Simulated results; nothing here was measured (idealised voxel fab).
The name of this process module is voxel self aligned vias.
Displayed cross-section: cut, width of 220 nm, square cells sized 5 nm.
Cross-section, as written here: a square-cell grid given band by band from the top down, where a band holds one or more rows of cells. Look at the band entry: it leads with the top's height and the bottom's height in nm. Then it lists the materials left to right, with a width in nm for each. The word "all across" on a single material says that material fills the band edge to edge. The word "empty" is empty space. Measure heights from 0. That's the level where, below it, the as-received wafer is all one material. The lowest band is bottomless and extends downward; write it as in "z 0 and below". Per-row width for "30->40": begins at first number (top row of band), ends at second number (bottom row), increment between rows held constant. What does "nothing altered" mean for a step? It means no cell of the cross-section changed in that step. "Sealed void listing" - sealed voids, min. 8 cells, no opening to top; format: width x height at distance (distance from left edge; nm throughout). On each step's line, the part that comes after the settings is the simulator's own comment on the step. overlay nm: step with mask; distance mask lay right of planned place; negative value = left of planned place.

[Planned process steps]
- 1: RECEIVE | material Si
- 2: CONFORMAL_DEP | material SiO2 | thk nm 15
- 3: CONFORMAL_DEP | material SiCN | thk nm 5
- 4: DIRECTIONAL_DEP | material SiO2 | thk nm 25
- 5: DIRECTIONAL_DEP | material aC | thk nm 10
- 6: PATTERN | tone open | mask id LINES | material resist | width nm 30 | pitch nm 70 | thk nm 25 | overlay nm -15
- 7: DIRECTIONAL_ETCH | etch materials aC | depth nm 10
- 8: STRIP | etch materials resist
- 9: DIRECTIONAL_ETCH | etch materials SiO2 | depth nm 25
- 10: STRIP | etch materials aC
- 11: CONFORMAL_DEP | material TiN | thk nm 5
- 12: FILL_DEP | material Ru | thk nm 10
- 13: CMP | height nm 45
- 14: SELECTIVE_ETCH | etch materials W Ru TiN | depth nm 10
- 15: FILL_DEP | material SiN | thk nm 10
- 16: CMP | height nm 45
- 17: DIRECTIONAL_DEP | material SiO2 | thk nm 15
- 18: MASKED_ETCH | tone open | mask id VIAS | width nm 50 | pitch nm 70 | etch materials SiO2 | depth nm 15 | overlay nm 0
- 19: MASKED_ETCH | tone open | mask id VIAS | width nm 50 | pitch nm 70 | etch materials SiN | depth nm 10 | overlay nm 0
- 20: CONFORMAL_DEP | material TiN | thk nm 5
- 21: FILL_DEP | material Cu | thk nm 5
- 22: CMP | height nm 60
- 23: CONFORMAL_DEP | material SiCN | thk nm 5
Wafers differ in overlay nm at step 6; plan lists the first wafer's value; identical starting state.

[The first of several wafers, as received after step 1, seen in section]
* z 0 and below: Si all across
* Sealed void listing: none

[The rows of the table below are wafers. Looking at the end of the module, a row counts, for every material, the cells the wafer has gained, shown as (+), or lost, shown as (-), since it was received; its closed voids come next]
overlay nm -15, +44 Cu, +16 Ru, +88 SiCN, +4 SiN, +364 SiO2, +56 TiN, Sealed void listing: none
overlay nm -10, +48 Cu, +16 Ru, +88 SiCN, +364 SiO2, +56 TiN, Sealed void listing: none
overlay nm -5, +48 Cu, +16 Ru, +88 SiCN, +364 SiO2, +56 TiN, Sealed void listing: none
overlay nm 0, +48 Cu, +16 Ru, +88 SiCN, +364 SiO2, +56 TiN, Sealed void listing: none
overlay nm 5, +48 Cu, +16 Ru, +88 SiCN, +364 SiO2, +56 TiN, Sealed void listing: none
overlay nm 10, +48 Cu, +16 Ru, +88 SiCN, +364 SiO2, +56 TiN, Sealed void listing: none
overlay nm 15, +44 Cu, +16 Ru, +88 SiCN, +4 SiN, +364 SiO2, +56 TiN, Sealed void listing: none
